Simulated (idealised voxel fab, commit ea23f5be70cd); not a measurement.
Module name: voxel self aligned contacts (process module)
The cross-section on display is named cut; it measures 265 nm wide, and its cells are 5 nm squares.
Think of the cross-section as a grid of square cells. We describe it in bands, top to bottom, and each band covers one or more rows of those cells.
Read a band's entry like this: the first values are the height of its top and the height of its bottom in nm, and what follows is the sequence of materials from left to right, each with its width in nm. Note that "empty" is empty space, and that a single material marked "full width" reaches across the band from edge to edge.
Measure heights from 0. That's the level where, below it, the as-received wafer is all one material. The lowest band is bottomless and extends downward; write it as in "0 nm and below".
Graded width ("30 to 40"): value in top row of band = first number; value in bottom row = second number; row-to-row change constant.
Basically "left unchanged" means that step didn't change any cell in the cross-section.
Look at "Voids, enclosed" for the closed voids: empty spaces with no open path to the top, sized 8 cells or up. Each is width x height at distance, distance from the left edge, all nm.
If you see something after the settings on a step's line, that's the simulator's own remark about that step.
overlay nm: how far to the right of its planned place the mask lay on this masked step (negative: to the left).

The process steps that were planned are listed below
1) RECEIVE, material Si
2) OXIDIZE, depth nm 5
3) DIRECTIONAL_DEP, material polySi, thk nm 20
4) DIRECTIONAL_DEP, material SiN, thk nm 15
5) PATTERN, tone cover, mask id GATE, material resist, width nm 35, pitch nm 70, thk nm 20, overlay nm 0
6) DIRECTIONAL_ETCH, etch materials SiN, depth nm 15
7) DIRECTIONAL_ETCH, etch materials polySi, depth nm 20
8) STRIP, etch materials resist
9) CONFORMAL_DEP, material SiN, thk nm 5
10) DIRECTIONAL_ETCH, etch materials SiN, depth nm 5
11) FILL_DEP, material SiO2, thk nm 15
12) CMP, height nm 40
13) PATTERN, tone open, mask id CONTACT, material resist, width nm 45, thk nm 15, overlay nm 0
14) DIRECTIONAL_ETCH, etch materials SiO2, depth nm 45
15) STRIP, etch materials resist
16) CONFORMAL_DEP, material TiN, thk nm 5
17) FILL_DEP, material Ru, thk nm 5
18) CMP, height nm 40
19) CONFORMAL_DEP, material SiN, thk nm 5

Delivered wafer in cross-section: state after step 1
	0 nm and below | Si full width
	Voids, enclosed: none

Cross-section, end of module. Start: as above. Plan: as above. Execution: one mistake
	45 nm to 40 nm | SiN full width
	40 nm to 30 nm | SiO2: 110 / TiN: 5 to 15 / Ru: 35 to 15 / TiN: 5 to 15 / SiO2: 110
	30 nm to 15 nm | SiO2: 75 / SiN: 45 / TiN: 5 / Ru: 15 / TiN: 5 / SiN: 45 / SiO2: 75
	15 nm to 0 nm | SiO2: 75 / SiN: 5 / polySi: 35 / SiN: 5 / TiN: 5 / Ru: 15 / TiN: 5 / SiN: 5 / polySi: 35 / SiN: 5 / SiO2: 75
	0 nm to -5 nm | SiO2: 120 / TiN: 25 / SiO2: 120
	-5 nm and below | Si full width
	Voids, enclosed: none
Against the plan, the run slipped here: for step 3, the planned setting was not used; the step was instead run as DIRECTIONAL_DEP, material polySi, thk nm 15
